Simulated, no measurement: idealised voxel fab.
process module | voxel spacer lines
cross-section cut | 300 nm wide | cells 5 nm
A cross-section is a grid of square cells, given in bands from the top down. A band is one or more rows of cells.
Each band's line starts with the height of the band's top and of its bottom, in nm. Then come its materials from left to right, each with its width in nm. One material with "throughout" fills the band from edge to edge. "air" is empty space.
Height 0 is the level under which the wafer as received is all one material. The lowest band goes on downwards, as in "0 down".
A width such as "30 to 40" changes by the same amount from each row of cells to the next, from the band's top row to its bottom row.
"no change" after a step means that no cell of the cross-section changed.
closed voids: empty space of 8 cells or more with no open way to the top, each as width x height at its distance from the left edge, in nm
after a step's settings: what the simulator itself notes on the step
overlay nm, on a step with a mask: how far to the right of its planned place the mask lay; to the left if negative
plan
1 op RECEIVE | material Si
2 op CONFORMAL_DEP | material Al2O3 | thk nm 5
3 op DIRECTIONAL_DEP | material polySi | thk nm 10
4 op DIRECTIONAL_DEP | material aC | thk nm 25
5 op PATTERN | tone cover | mask id MANDREL | material resist | width nm 15 | pitch nm 60 | thk nm 30 | overlay nm 0
6 op DIRECTIONAL_ETCH | etch materials aC | depth nm 25
7 op STRIP | etch materials resist
8 op CONFORMAL_DEP | material SiN | thk nm 15
9 op DIRECTIONAL_ETCH | etch materials SiN | depth nm 15
10 op STRIP | etch materials aC
11 op DIRECTIONAL_ETCH | etch materials polySi | depth nm 10
12 op STRIP | etch materials SiN
13 op FILL_DEP | material lowk | thk nm 10
14 op CMP | height nm 15
as received, after step 1
  0 down: Si throughout
  closed voids: none
a wafer at the end: this start, this plan, one mistake
  15 to 5: lowk 95 | polySi 15 | lowk 15 | polySi 15 | lowk 15 | polySi 15 | lowk 15 | polySi 15 | lowk 100
  5 to 0: polySi throughout
  0 down: Si throughout
  closed voids: none
what went wrong: step 2 ran as: op CONFORMAL_DEP | material polySi | thk nm 5
